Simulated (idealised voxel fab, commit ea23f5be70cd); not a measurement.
Name of the process module below: voxel self aligned contacts
The figure presents cross-section cut, which has a width of 250 nm and is divided into square cells with an edge length of 5 nm.
Format of a cross-section: grid, square cells. Given as bands. Order: top down. Band: one or more rows of cells. Heights first: top, then bottom, in nm. Then materials, left to right, each with a width in nm. "throughout" on a single material: fills the band edge to edge. "air": empty space. Basically, 0 is our baseline, since under it the wafer straight out of the box is all one material. The bottom band has no lower end and keeps on going down, so it looks like "from 0 down". Note: "30 to 40" means the width goes from the first number (top row of the band) to the second number (bottom row) in equal steps per row of cells. For the purposes of this document, the phrase "left unchanged" attached to a step denotes that no cell within the cross-section was modified by that step. You'll see "Sealed void inventory" listing empty spaces that have no way open to the top, as long as they're 8 cells or more; the notation is width x height at distance, where the distance is from the left edge, and all of it is in nm. Past the settings on a step's line: simulator remark, on that step. If you see "overlay nm" on a step's line and that step has a mask, it's telling you how far right of where it was planned the mask ended up; a negative number means it went left instead.

## The following list gives the planned process steps
1,RECEIVE [material Si]
2,OXIDIZE [depth nm 5]
3,DIRECTIONAL_DEP [material polySi] [thk nm 25]
4,DIRECTIONAL_DEP [material SiN] [thk nm 25]
5,DIRECTIONAL_DEP [material aC] [thk nm 15]
6,PATTERN [tone cover] [mask id GATE] [material resist] [width nm 25] [pitch nm 65] [thk nm 30] [overlay nm 0]
7,DIRECTIONAL_ETCH [etch materials aC] [depth nm 15]
8,STRIP [etch materials resist]
9,DIRECTIONAL_ETCH [etch materials SiN] [depth nm 25]
10,DIRECTIONAL_ETCH [etch materials polySi] [depth nm 25]
11,STRIP [etch materials aC]
12,CONFORMAL_DEP [material SiN] [thk nm 10]
13,DIRECTIONAL_ETCH [etch materials SiN] [depth nm 10]
14,FILL_DEP [material SiO2] [thk nm 15]
15,CMP [height nm 60]
16,PATTERN [tone open] [mask id CONTACT] [material resist] [width nm 50] [pitch nm 65] [thk nm 20] [overlay nm 0]
17,DIRECTIONAL_ETCH [etch materials SiO2] [depth nm 65]
18,STRIP [etch materials resist]
19,CONFORMAL_DEP [material TiN] [thk nm 5]
20,FILL_DEP [material W] [thk nm 5]
21,CMP [height nm 60]
22,CONFORMAL_DEP [material SiN] [thk nm 5]

## Shown in cross-section is the wafer as received, that is, as it stands after step 1
- from 0 down  Si throughout
- Sealed void inventory: none

## Cross-sectional image of the first of two wafers at the end of the module, the run having proceeded as planned
- from 65 to 60  SiN throughout
- from 60 to 50  SiO2 (65) | TiN (5 to 20) | W (40 to 10) | TiN (5 to 20) | SiO2 (15) | TiN (5 to 20) | W (40 to 10) | TiN (5 to 20) | SiO2 (70)
- from 50 to 25  SiO2 (35) | SiN (45) | TiN (5) | W (10) | TiN (5) | SiN (45) | TiN (5) | W (10) | TiN (5) | SiN (45) | SiO2 (40)
- from 25 to 0  SiO2 (35) | SiN (10) | polySi (25) | SiN (10) | TiN (5) | W (10) | TiN (5) | SiN (10) | polySi (25) | SiN (10) | TiN (5) | W (10) | TiN (5) | SiN (10) | polySi (25) | SiN (10) | SiO2 (40)
- from 0 to -5  SiO2 (80) | TiN (20) | SiO2 (45) | TiN (20) | SiO2 (85)
- from -5 down  Si throughout
- Sealed void inventory: none

## Cross-sectional view of the second of two wafers upon completion of the module. This wafer shared its starting condition and process plan with the first; one error was made during its execution
- from 65 to 60  SiN throughout
- from 60 to 50  SiO2 (65) | TiN (5 to 20) | W (40 to 10) | TiN (5 to 20) | SiO2 (15) | TiN (5 to 20) | W (40 to 10) | TiN (5 to 20) | SiO2 (70)
- from 50 to 25  SiO2 (35) | SiN (45) | TiN (5) | W (10) | TiN (5) | SiN (45) | TiN (5) | W (10) | TiN (5) | SiN (45) | SiO2 (40)
- from 25 to 15  SiO2 (35) | SiN (10) | polySi (25) | SiN (10) | TiN (5) | W (10) | TiN (5) | SiN (10) | polySi (25) | SiN (10) | TiN (5) | W (10) | TiN (5) | SiN (10) | polySi (25) | SiN (10) | SiO2 (40)
- from 15 to 10  SiO2 (35) | SiN (10) | polySi (25) | SiN (10) | TiN (20) | SiN (10) | polySi (25) | SiN (10) | TiN (20) | SiN (10) | polySi (25) | SiN (10) | SiO2 (40)
- from 10 to 0  SiN (45) | polySi (25) | SiN (40) | polySi (25) | SiN (40) | polySi (25) | SiN (50)
- from 0 to -5  SiO2 throughout
- from -5 down  Si throughout
- Sealed void inventory: none
Error vs. plan: steps 12 and 13: order swapped relative to plan
Looking at both finished wafers in cells, the second ends up ahead of or behind the first on some materials: 46 more of SiN; 22 fewer of SiO2; 12 fewer of TiN; 12 fewer of W
